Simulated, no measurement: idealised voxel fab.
process module | voxel self aligned vias
cross-section cut | 165 nm wide | cells 5 nm
A cross-section is a grid of square cells, given in bands from the top down. A band is one or more rows of cells.
Each band's line starts with the height of the band's top and of its bottom, in nm. Then come its materials from left to right, each with its width in nm. One material with "throughout" fills the band from edge to edge. "air" is empty space.
Height 0 is the level under which the wafer as received is all one material. The lowest band goes on downwards, as in "0 down".
A width such as "30 to 40" changes by the same amount from each row of cells to the next, from the band's top row to its bottom row.
"no change" after a step means that no cell of the cross-section changed.
closed voids: empty space of 8 cells or more with no open way to the top, each as width x height at its distance from the left edge, in nm
after a step's settings: what the simulator itself notes on the step
overlay nm, on a step with a mask: how far to the right of its planned place the mask lay; to the left if negative
plan
1 op RECEIVE | material Si
2 op CONFORMAL_DEP | material SiO2 | thk nm 15
3 op CONFORMAL_DEP | material SiCN | thk nm 5
4 op DIRECTIONAL_DEP | material lowk | thk nm 20
5 op PATTERN | tone open | mask id LINES | material resist | width nm 20 | pitch nm 60 | thk nm 15 | overlay nm 0
6 op DIRECTIONAL_ETCH | etch materials lowk | depth nm 20
7 op STRIP | etch materials resist
8 op CONFORMAL_DEP | material TiN | thk nm 5
9 op FILL_DEP | material Ru | thk nm 10
10 op CMP | height nm 40
11 op SELECTIVE_ETCH | etch materials W Ru TiN | depth nm 5
12 op FILL_DEP | material SiN | thk nm 10
13 op CMP | height nm 30
14 op DIRECTIONAL_DEP | material lowk | thk nm 20
15 op MASKED_ETCH | tone open | mask id VIAS | width nm 40 | etch materials lowk | depth nm 20 | overlay nm 0
16 op MASKED_ETCH | tone open | mask id VIAS | width nm 40 | etch materials SiN | depth nm 5 | overlay nm 0
17 op CONFORMAL_DEP | material TiN | thk nm 5
18 op FILL_DEP | material W | thk nm 10
19 op CMP | height nm 60
20 op CONFORMAL_DEP | material SiCN | thk nm 5
varied across the wafers: height nm of step 13. The plan shows the first wafer's value. All wafers start alike
first wafer as received, after step 1
  0 down: Si throughout
  closed voids: none
first wafer at the end, after step 20
  65 to 60: SiCN throughout
  60 to 55: W throughout
  55 to 50: TiN 35 | W 30 | TiN 100
  50 to 35: lowk 30 | TiN 5 | W 30 | TiN 5 | lowk 95
  35 to 30: lowk 30 | TiN 40 | lowk 95
  30 to 25: lowk 40 | TiN 5 | Ru 10 | TiN 5 | lowk 40 | TiN 5 | Ru 10 | TiN 5 | lowk 45
  25 to 20: lowk 40 | TiN 20 | lowk 40 | TiN 20 | lowk 45
  20 to 15: SiCN throughout
  15 to 0: SiO2 throughout
  0 down: Si throughout
  closed voids: none
last wafer at the end
  65 to 60: SiCN throughout
  60 to 50: lowk 30 | TiN 5 | W 30 | TiN 5 | lowk 95
  50 to 45: SiN 30 | TiN 40 | SiN 95
  45 to 40: SiN throughout
  40 to 35: lowk 40 | SiN 20 | lowk 40 | SiN 20 | lowk 45
  35 to 25: lowk 40 | TiN 5 | Ru 10 | TiN 5 | lowk 40 | TiN 5 | Ru 10 | TiN 5 | lowk 45
  25 to 20: lowk 40 | TiN 20 | lowk 40 | TiN 20 | lowk 45
  20 to 15: SiCN throughout
  15 to 0: SiO2 throughout
  0 down: Si throughout
  closed voids: none
each wafer at the end: cells of each material gained (+) or lost (-) since it was received, then its closed voids
height nm 30 | +4 Ru | +66 SiCN | +99 SiO2 | +53 TiN | +57 W | +150 lowk | closed voids: none
height nm 35 | +8 Ru | +66 SiCN | +99 SiO2 | +57 TiN | +24 W | +175 lowk | closed voids: none
height nm 40 | +8 Ru | +66 SiCN | +4 SiN | +99 SiO2 | +32 TiN | +20 W | +200 lowk | closed voids: none
height nm 45 | +8 Ru | +66 SiCN | +33 SiN | +99 SiO2 | +30 TiN | +18 W | +175 lowk | closed voids: none
height nm 50 | +8 Ru | +66 SiCN | +66 SiN | +99 SiO2 | +28 TiN | +12 W | +150 lowk | closed voids: none
